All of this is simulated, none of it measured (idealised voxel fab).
The following process module bears the name voxel wiring stack.
The width of the displayed cross-section, cut, is 235 nm; its cells are square, with a size of 5 nm.
Bands, listed from the top down, are how a cross-section gets written in this document; the cross-section itself is a grid of square cells, and a band is one or more rows of them. Heights first: top, then bottom, in nm. Then materials, left to right, each with a width in nm. "throughout" on a single material: fills the band edge to edge. "empty": empty space. Zero point of the height axis is 0; under it, received wafer = one material. Lowest band: continues down indefinitely, "z 0 and below". So if you see something like "30 to 40" for the width, read it as the top row of the band sitting at the first number and the bottom row at the second, with every row in between moving by the same amount as the last. Any step labelled "nothing changed" changed none of the cells in the cross-section. "Enclosed void listing" specifies each empty space that is not open to the top and that occupies no fewer than 8 cells, using the form width x height at distance, the distance measured from the left edge and all three quantities in nm. Where a step's line continues beyond its settings, the continuation is a remark by the simulator itself on that step. What "overlay nm" on a step's line means: if the step has a mask, that mask lay this far to the right of its planned place, or, when the value is negative, to the left.

Process steps (planned)
- 1: RECEIVE, material Si
- 2: CONFORMAL_DEP, material SiO2, thk nm 10
- 3: DIRECTIONAL_DEP, material TiN, thk nm 5
- 4: DIRECTIONAL_DEP, material Ru, thk nm 15
- 5: DIRECTIONAL_DEP, material aC, thk nm 15
- 6: PATTERN, tone cover, mask id METAL_1, material resist, width nm 20, pitch nm 50, thk nm 30, overlay nm 0
- 7: DIRECTIONAL_ETCH, etch materials aC, depth nm 15
- 8: STRIP, etch materials resist
- 9: DIRECTIONAL_ETCH, etch materials Ru, depth nm 15
- 10: DIRECTIONAL_ETCH, etch materials TiN, depth nm 5
- 11: STRIP, etch materials aC
- 12: CONFORMAL_DEP, material SiCN, thk nm 5
- 13: FILL_DEP, material SiO2, thk nm 5
- 14: CMP, height nm 30
- 15: CONFORMAL_DEP, material SiCN, thk nm 5
- 16: DIRECTIONAL_DEP, material SiO2, thk nm 15
- 17: DIRECTIONAL_DEP, material aC, thk nm 10
- 18: PATTERN, tone open, mask id PLUG_1, material resist, width nm 15, pitch nm 50, thk nm 25, overlay nm 0
- 19: DIRECTIONAL_ETCH, etch materials aC, depth nm 10
- 20: STRIP, etch materials resist
- 21: DIRECTIONAL_ETCH, etch materials SiO2, depth nm 15
- 22: DIRECTIONAL_ETCH, etch materials SiCN, depth nm 5
- 23: STRIP, etch materials aC
- 24: CONFORMAL_DEP, material TiN, thk nm 5
- 25: FILL_DEP, material Ru, thk nm 5
- 26: CMP, height nm 50
- 27: CONFORMAL_DEP, material SiN, thk nm 5
- 28: DIRECTIONAL_DEP, material lowk, thk nm 25
- 29: MASKED_ETCH, tone open, mask id METAL_2, width nm 20, pitch nm 50, etch materials lowk, depth nm 25, overlay nm 0
- 30: MASKED_ETCH, tone open, mask id METAL_2, width nm 20, pitch nm 50, etch materials SiN, depth nm 5, overlay nm 0
- 31: CONFORMAL_DEP, material TiN, thk nm 5
- 32: FILL_DEP, material W, thk nm 5
- 33: CMP, height nm 80
- 34: CONFORMAL_DEP, material SiCN, thk nm 5
- 35: DIRECTIONAL_DEP, material SiO2, thk nm 30
- 36: DIRECTIONAL_DEP, material aC, thk nm 10
- 37: PATTERN, tone open, mask id METAL_3_HOLES, material resist, width nm 15, thk nm 30, overlay nm 0
- 38: DIRECTIONAL_ETCH, etch materials aC, depth nm 10
- 39: STRIP, etch materials resist
- 40: DIRECTIONAL_ETCH, etch materials SiO2, depth nm 30
- 41: STRIP, etch materials aC
- 42: MASKED_ETCH, tone open, mask id METAL_3, width nm 20, pitch nm 50, etch materials SiO2, depth nm 15, overlay nm 0
- 43: MASKED_ETCH, tone open, mask id METAL_3, width nm 20, pitch nm 50, etch materials SiCN, depth nm 5, overlay nm 0
- 44: CONFORMAL_DEP, material TiN, thk nm 5
- 45: FILL_DEP, material Ru, thk nm 5
- 46: CMP, height nm 115
- 47: CONFORMAL_DEP, material SiN, thk nm 5

Cross-section of the incoming wafer, state after step 1
* z 0 and below = Si throughout
* Enclosed void listing: none

Wafer at module end, in section. Began as above, planned as above, run with one mistake
* z 120 to 115 = SiN throughout
* z 115 to 105 = SiO2=80; TiN=5; Ru=10; TiN=5; SiO2=30; TiN=5; Ru=10; TiN=5; SiO2=85
* z 105 to 100 = SiO2=80; TiN=5; Ru=5; TiN=10; SiO2=30; TiN=20; SiO2=85
* z 100 to 90 = SiO2=80; TiN=5; Ru=5; TiN=5; SiO2=140
* z 90 to 85 = SiO2=80; TiN=15; SiO2=140
* z 85 to 80 = lowk throughout
* z 80 to 55 = lowk=80; TiN=5; W=10; TiN=5; lowk=30; TiN=5; W=10; TiN=5; lowk=85
* z 55 to 50 = SiN=80; TiN=20; SiN=30; TiN=20; SiN=85
* z 50 to 35 = SiO2=80; TiN=5; Ru=5; TiN=5; SiO2=35; TiN=5; Ru=5; TiN=5; SiO2=90
* z 35 to 30 = SiCN=80; TiN=15; SiCN=35; TiN=15; SiCN=90
* z 30 to 15 = SiO2=75; SiCN=5; Ru=20; SiCN=5; SiO2=20; SiCN=5; Ru=20; SiCN=5; SiO2=80
* z 15 to 10 = SiCN=80; TiN=20; SiCN=30; TiN=20; SiCN=85
* z 10 to 0 = SiO2 throughout
* z 0 and below = Si throughout
* Enclosed void listing: none
What broke from the plan during processing? not per plan at step 34, really ran CONFORMAL_DEP, material lowk, thk nm 5
